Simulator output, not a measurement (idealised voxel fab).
process module | voxel air gaps
cross-section cut | 175 nm wide | cells 5 nm
Reading order for cross-sections: top band down to bottom band. Underlying form: a grid of square cells. Band size: one or more rows of cells.
The entry gives the band's vertical extent as a top height and a bottom height in nm, then its horizontal make-up as materials from left to right, each with a width in nm. "empty" stands for empty space; a single material marked "everywhere" fills the band edge to edge.
Height datum 0, below which the as-received substrate wafer is one material. Lowest band open at the bottom, running downward: "from 0 down".
Note: "30..40" means the width goes from the first number (top row of the band) to the second number (bottom row) in equal steps per row of cells.
"all unchanged" -> step changed no cross-section cell.
The label "Fully enclosed voids" introduces a list of the empty spaces, 8 cells or larger, that have no open way up to the top; each entry in it reads width x height at distance, where the distance is taken from the left edge and all three are stated in nm.
Heads up: the bit after the settings on a step's line is the simulator's remark on that step.
You can add "overlay nm" to a step's line. For a step with a mask, it describes how far the mask lay to the right of its planned position, and a negative number describes a lay to the left.
Planned process steps:
1. RECEIVE,material Si
2. CONFORMAL_DEP,material SiO2,thk nm 10
3. CONFORMAL_DEP,material SiN,thk nm 5
4. DIRECTIONAL_DEP,material lowk,thk nm 40
5. PATTERN,tone open,mask id LINES,material resist,width nm 20,pitch nm 45,thk nm 20,overlay nm 0
6. DIRECTIONAL_ETCH,etch materials lowk,depth nm 40
7. STRIP,etch materials resist
8. CONFORMAL_DEP,material TiN,thk nm 5
9. FILL_DEP,material Cu,thk nm 10
10. CMP,height nm 55
11. EPI,material Ru,thk nm 10
12. SELECTIVE_ETCH,etch materials lowk,depth nm 50
13. CONFORMAL_DEP,material SiN,thk nm 5
The first of two wafers, run as planned:
Incoming wafer in cross-section (state: after step 1):
  from 0 down: Si everywhere
  Fully enclosed voids: none
The wafer, seen in cross-section, after step 2:
  from 10 to 0: SiO2 everywhere
  Note: structure below 0 unchanged.
The wafer, seen in cross-section, after step 3:
  from 15 to 10: SiN everywhere
  Note: structure below 10 unchanged.
The wafer, seen in cross-section, after step 4:
  from 55 to 15: lowk everywhere
  Note: structure below 15 unchanged.
The wafer, seen in cross-section, after step 5:
  from 75 to 55: 30 of resist  20 of empty  25 of resist  20 of empty  25 of resist  20 of empty  35 of resist
  Note: structure below 55 unchanged.
The wafer, seen in cross-section, after step 6:
  from 75 to 55: 30 of resist  20 of empty  25 of resist  20 of empty  25 of resist  20 of empty  35 of resist
  from 55 to 15: 30 of lowk  20 of empty  25 of lowk  20 of empty  25 of lowk  20 of empty  35 of lowk
  Note: structure below 15 unchanged.
The wafer, seen in cross-section, after step 7:
  from 55 to 15: 30 of lowk  20 of empty  25 of lowk  20 of empty  25 of lowk  20 of empty  35 of lowk
  Note: structure below 15 unchanged.
The wafer, seen in cross-section, after step 8:
  from 60 to 55: 35 of TiN  10 of empty  35 of TiN  10 of empty  35 of TiN  10 of empty  40 of TiN
  from 55 to 20: 30 of lowk  5 of TiN  10 of empty  5 of TiN  25 of lowk  5 of TiN  10 of empty  5 of TiN  25 of lowk  5 of TiN  10 of empty  5 of TiN  35 of lowk
  from 20 to 15: 30 of lowk  20 of TiN  25 of lowk  20 of TiN  25 of lowk  20 of TiN  35 of lowk
  Note: structure below 15 unchanged.
The wafer, seen in cross-section, after step 9:
  from 70 to 60: Cu everywhere
  from 60 to 55: 35 of TiN  10 of Cu  35 of TiN  10 of Cu  35 of TiN  10 of Cu  40 of TiN
  from 55 to 20: 30 of lowk  5 of TiN  10 of Cu  5 of TiN  25 of lowk  5 of TiN  10 of Cu  5 of TiN  25 of lowk  5 of TiN  10 of Cu  5 of TiN  35 of lowk
  Note: structure below 20 unchanged.
The wafer, seen in cross-section, after step 10:
  from 55 to 20: 30 of lowk  5 of TiN  10 of Cu  5 of TiN  25 of lowk  5 of TiN  10 of Cu  5 of TiN  25 of lowk  5 of TiN  10 of Cu  5 of TiN  35 of lowk
  Note: structure below 20 unchanged.
The wafer, seen in cross-section, after step 11:
  from 65 to 55: 20 of empty  40 of Ru  5 of empty  40 of Ru  5 of empty  40 of Ru  25 of empty
  Note: structure below 55 unchanged.
The wafer, seen in cross-section, after step 12:
  from 65 to 55: 20 of empty  40 of Ru  5 of empty  40 of Ru  5 of empty  40 of Ru  25 of empty
  from 55 to 20: 30 of empty  5 of TiN  10 of Cu  5 of TiN  25 of empty  5 of TiN  10 of Cu  5 of TiN  25 of empty  5 of TiN  10 of Cu  5 of TiN  35 of empty
  from 20 to 15: 30 of empty  20 of TiN  25 of empty  20 of TiN  25 of empty  20 of TiN  35 of empty
  Note: structure below 15 unchanged.
The wafer, seen in cross-section, after step 13:
  from 70 to 65: 15 of empty  140 of SiN  20 of empty
  from 65 to 55: 15 of empty  5 of SiN  40 of Ru  5 of SiN  40 of Ru  5 of SiN  40 of Ru  5 of SiN  20 of empty
  from 55 to 50: 15 of empty  15 of SiN  5 of TiN  10 of Cu  5 of TiN  25 of SiN  5 of TiN  10 of Cu  5 of TiN  25 of SiN  5 of TiN  10 of Cu  5 of TiN  15 of SiN  20 of empty
  from 50 to 20: 25 of empty  5 of SiN  5 of TiN  10 of Cu  5 of TiN  5 of SiN  15 of empty  5 of SiN  5 of TiN  10 of Cu  5 of TiN  5 of SiN  15 of empty  5 of SiN  5 of TiN  10 of Cu  5 of TiN  5 of SiN  30 of empty
  from 20 to 15: 30 of SiN  20 of TiN  25 of SiN  20 of TiN  25 of SiN  20 of TiN  35 of SiN
  Note: structure below 15 unchanged.
  Fully enclosed voids: 15 x 30 at 55; 15 x 30 at 100
Notes, second wafer: start = first wafer's, plan = first wafer's, execution had one mistake; history identical to first through step 2:
What the second wafer looks like in cross-section when step 3 should have wrapped up:
  from 50 to 10: lowk everywhere
  Note: structure below 10 unchanged.
What the second wafer looks like in cross-section when step 4 should have wrapped up:
  from 55 to 50: SiN everywhere
  Note: structure below 50 unchanged.
What the second wafer looks like in cross-section when step 5 should have wrapped up:
  from 75 to 55: 30 of resist  20 of empty  25 of resist  20 of empty  25 of resist  20 of empty  35 of resist
  Note: structure below 55 unchanged.
What the second wafer looks like in cross-section when step 6 should have wrapped up: all unchanged
What the second wafer looks like in cross-section when step 7 should have wrapped up:
  from 55 to 50: SiN everywhere
  Note: structure below 50 unchanged.
What the second wafer looks like in cross-section when step 8 should have wrapped up:
  from 60 to 55: TiN everywhere
  Note: structure below 55 unchanged.
What the second wafer looks like in cross-section when step 9 should have wrapped up:
  from 70 to 60: Cu everywhere
  Note: structure below 60 unchanged.
What the second wafer looks like in cross-section when step 10 should have wrapped up:
  from 55 to 50: SiN everywhere
  Note: structure below 50 unchanged.
What the second wafer looks like in cross-section when step 11 should have wrapped up: all unchanged
What the second wafer looks like in cross-section when step 12 should have wrapped up: all unchanged
What the second wafer looks like in cross-section when step 13 should have wrapped up:
  from 60 to 50: SiN everywhere
  Note: structure below 50 unchanged.
Short version of what went wrong: ran 3 and 4 in swapped order versus the plan
The closing comparison, in cells, has the second wafer with more or fewer of some materials than the first: 42 fewer of Cu | 48 fewer of Ru | 76 fewer of SiN | 54 fewer of TiN | 280 more of lowk
Wafer, first: 2 closed voids at end. Wafer, second: 0.
